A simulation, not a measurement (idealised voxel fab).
The process module presented herein is designated voxel transistor to metal.
Shown is cross-section cut, with a width of 270 nm and square cells of size 5 nm.
A cross-section is written here as square cells arranged in a grid, and it is given in bands from the top down, each band taking up one or more rows of cells.
Read a band's entry like this: the first values are the height of its top and the height of its bottom in nm, and what follows is the sequence of materials from left to right, each with its width in nm. Note that "blank" is empty space, and that a single material marked "everywhere" reaches across the band from edge to edge.
Height datum 0, below which the as-received substrate wafer is one material. Lowest band open at the bottom, running downward: "from 0 down".
Width "30->40": first value at the band's top row of cells, second value at its bottom row, equal change from row to row.
"identical to before" means the step left every cell of the cross-section as it was.
Any empty space of 8 cells or more lacking an open way to the top shows up in "Enclosed voids" as width x height at distance, distance from the left edge, in nm.
Heads up: the bit after the settings on a step's line is the simulator's remark on that step.
"overlay nm" answers the question of how far to the right of plan the mask lay on a step that has a mask, and when it is negative the answer is to the left.

These are the steps we planned for the process:
1,RECEIVE | material Si
2,CONFORMAL_DEP | material SiO2 | thk nm 5
3,CONFORMAL_DEP | material SiN | thk nm 15
4,DIRECTIONAL_DEP | material aC | thk nm 10
5,PATTERN | tone cover | mask id ACTIVE | material resist | width nm 105 | pitch nm 125 | thk nm 30 | overlay nm -5
6,DIRECTIONAL_ETCH | etch materials aC | depth nm 10
7,STRIP | etch materials resist
8,DIRECTIONAL_ETCH | etch materials SiN | depth nm 15
9,DIRECTIONAL_ETCH | etch materials SiO2 | depth nm 5
10,DIRECTIONAL_ETCH | etch materials Si | depth nm 20
11,STRIP | etch materials aC
12,FILL_DEP | material SiO2 | thk nm 10
13,CMP | height nm 20
14,SELECTIVE_ETCH | etch materials SiO2 | depth nm 5
15,STRIP | etch materials SiN
16,SELECTIVE_ETCH | etch materials SiO2 | depth nm 5
17,OXIDIZE | depth nm 5
18,DIRECTIONAL_DEP | material polySi | thk nm 25
19,DIRECTIONAL_DEP | material SiCN | thk nm 15
20,MASKED_ETCH | tone cover | mask id GATE | width nm 25 | pitch nm 125 | etch materials SiCN | depth nm 25 | overlay nm 0
21,MASKED_ETCH | tone cover | mask id GATE | width nm 25 | pitch nm 125 | etch materials polySi | depth nm 35 | overlay nm 0
22,CONFORMAL_DEP | material SiN | thk nm 5
23,DIRECTIONAL_ETCH | etch materials SiN | depth nm 5
24,DIRECTIONAL_ETCH | etch materials SiO2 | depth nm 5
25,DIRECTIONAL_ETCH | etch materials Si | depth nm 10
26,EPI | material nSi | thk nm 10
27,FILL_DEP | material SiO2 | thk nm 5
28,CMP | height nm 25
29,STRIP | etch materials polySi
30,SELECTIVE_ETCH | etch materials SiO2 | depth nm 5
31,CONFORMAL_DEP | material HfO2 | thk nm 5
32,CONFORMAL_DEP | material TiN | thk nm 5
33,FILL_DEP | material W | thk nm 5
34,CMP | height nm 20
35,DIRECTIONAL_DEP | material SiO2 | thk nm 10
36,PATTERN | tone open | mask id CONTACT | material resist | width nm 15 | thk nm 20 | overlay nm 0
37,DIRECTIONAL_ETCH | etch materials SiO2 | depth nm 35
38,STRIP | etch materials resist
39,CONFORMAL_DEP | material TiN | thk nm 5
40,FILL_DEP | material Ru | thk nm 10
41,CMP | height nm 30
42,DIRECTIONAL_DEP | material TiN | thk nm 5
43,DIRECTIONAL_DEP | material Ru | thk nm 15
44,MASKED_ETCH | tone cover | mask id METAL_1 | width nm 15 | etch materials Ru | depth nm 15 | overlay nm 0
45,MASKED_ETCH | tone cover | mask id METAL_1 | width nm 15 | etch materials TiN | depth nm 5 | overlay nm 0
46,CONFORMAL_DEP | material SiCN | thk nm 5
47,FILL_DEP | material lowk | thk nm 5
48,CMP | height nm 50
49,CONFORMAL_DEP | material SiCN | thk nm 5
The overlay nm used in step 5 is not the same on every wafer, whereas the starting condition is; the value printed in the plan is the first wafer's.

Cross-section, first of several wafers, as delivered after step 1:
    from 0 down = Si everywhere
    Enclosed voids: none

So in this table every wafer gets its own row, and what you see is where it stands at the end of the module: for each material, how many cells it picked up (+) or gave up (-) since we received it, and after that its closed voids:
overlay nm -5 | +30 HfO2 | +60 Ru | -146 Si | +120 SiCN | +24 SiN | +236 SiO2 | +90 TiN | +6 W | +102 lowk | +72 nSi | Enclosed voids: none
overlay nm 0 | +30 HfO2 | +60 Ru | -146 Si | +120 SiCN | +24 SiN | +236 SiO2 | +90 TiN | +6 W | +102 lowk | +72 nSi | Enclosed voids: none
overlay nm 5 | +30 HfO2 | +60 Ru | -146 Si | +120 SiCN | +24 SiN | +236 SiO2 | +90 TiN | +6 W | +102 lowk | +72 nSi | Enclosed voids: none
